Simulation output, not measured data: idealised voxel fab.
process module | voxel self aligned contacts
cross-section cut | 235 nm wide | cells 5 nm
A cross-section is a grid of square cells, given in bands from the top down. A band is one or more rows of cells.
Each band's line starts with the height of the band's top and of its bottom, in nm. Then come its materials from left to right, each with its width in nm. One material with "throughout" fills the band from edge to edge. "air" is empty space.
Height 0 is the level under which the wafer as received is all one material. The lowest band goes on downwards, as in "0 down".
A width such as "30 to 40" changes by the same amount from each row of cells to the next, from the band's top row to its bottom row.
"no change" after a step means that no cell of the cross-section changed.
closed voids: empty space of 8 cells or more with no open way to the top, each as width x height at its distance from the left edge, in nm
after a step's settings: what the simulator itself notes on the step
overlay nm, on a step with a mask: how far to the right of its planned place the mask lay; to the left if negative
plan
1 op RECEIVE | material Si
2 op CONFORMAL_DEP | material SiO2 | thk nm 5
3 op DIRECTIONAL_DEP | material polySi | thk nm 20
4 op DIRECTIONAL_DEP | material SiN | thk nm 25
5 op MASKED_ETCH | tone cover | mask id GATE | width nm 25 | pitch nm 65 | etch materials SiN | depth nm 25 | overlay nm 0
6 op MASKED_ETCH | tone cover | mask id GATE | width nm 25 | pitch nm 65 | etch materials polySi | depth nm 20 | overlay nm 0
7 op CONFORMAL_DEP | material SiN | thk nm 10
8 op DIRECTIONAL_ETCH | etch materials SiN | depth nm 10
9 op FILL_DEP | material SiO2 | thk nm 15
10 op CMP | height nm 60
11 op PATTERN | tone open | mask id CONTACT | material resist | width nm 50 | pitch nm 65 | thk nm 20 | overlay nm 0
12 op DIRECTIONAL_ETCH | etch materials SiO2 | depth nm 60
13 op STRIP | etch materials resist
14 op CONFORMAL_DEP | material TiN | thk nm 5
15 op FILL_DEP | material Ru | thk nm 10
16 op CMP | height nm 60
17 op CONFORMAL_DEP | material SiCN | thk nm 5
as received, after step 1
  0 down: Si throughout
  closed voids: none
first wafer at the end, as planned
  65 to 60: SiCN throughout
  60 to 50: SiO2 60 | TiN 5 to 20 | Ru 40 to 10 | TiN 5 to 20 | SiO2 15 | TiN 5 to 20 | Ru 40 to 10 | TiN 5 to 20 | SiO2 60
  50 to 25: SiO2 30 | SiN 45 | TiN 5 | Ru 10 | TiN 5 | SiN 45 | TiN 5 | Ru 10 | TiN 5 | SiN 45 | SiO2 30
  25 to 5: SiO2 30 | SiN 10 | polySi 25 | SiN 10 | TiN 5 | Ru 10 | TiN 5 | SiN 10 | polySi 25 | SiN 10 | TiN 5 | Ru 10 | TiN 5 | SiN 10 | polySi 25 | SiN 10 | SiO2 30
  5 to 0: SiO2 75 | TiN 20 | SiO2 45 | TiN 20 | SiO2 75
  0 down: Si throughout
  closed voids: none
second wafer at the end: like start, like plan, one mistake
  65 to 60: SiCN throughout
  60 to 50: SiO2 60 | TiN 5 to 20 | Ru 40 to 10 | TiN 5 to 20 | SiO2 15 | TiN 5 to 20 | Ru 40 to 10 | TiN 5 to 20 | SiO2 60
  50 to 30: SiO2 30 | SiN 45 | TiN 5 | Ru 10 | TiN 5 | SiN 45 | TiN 5 | Ru 10 | TiN 5 | SiN 45 | SiO2 30
  30 to 25: SiO2 30 | SiN 45 | TiN 20 | SiN 45 | TiN 20 | SiN 45 | SiO2 30
  25 to 5: SiO2 20 | SiN 10 | polySi 35 | SiN 10 | TiN 10 | SiN 10 | polySi 35 | SiN 10 | TiN 10 | SiN 10 | polySi 35 | SiN 10 | SiO2 30
  5 to 0: SiO2 75 | TiN 10 | SiO2 55 | TiN 10 | SiO2 85
  0 down: Si throughout
  closed voids: none
what went wrong: step 6 ran as: op MASKED_ETCH | tone cover | mask id GATE | width nm 25 | pitch nm 65 | etch materials polySi | depth nm 20 | overlay nm -10
at the end the second wafer has, in cells: 20 fewer of Ru | 4 fewer of SiO2 | 24 more of polySi
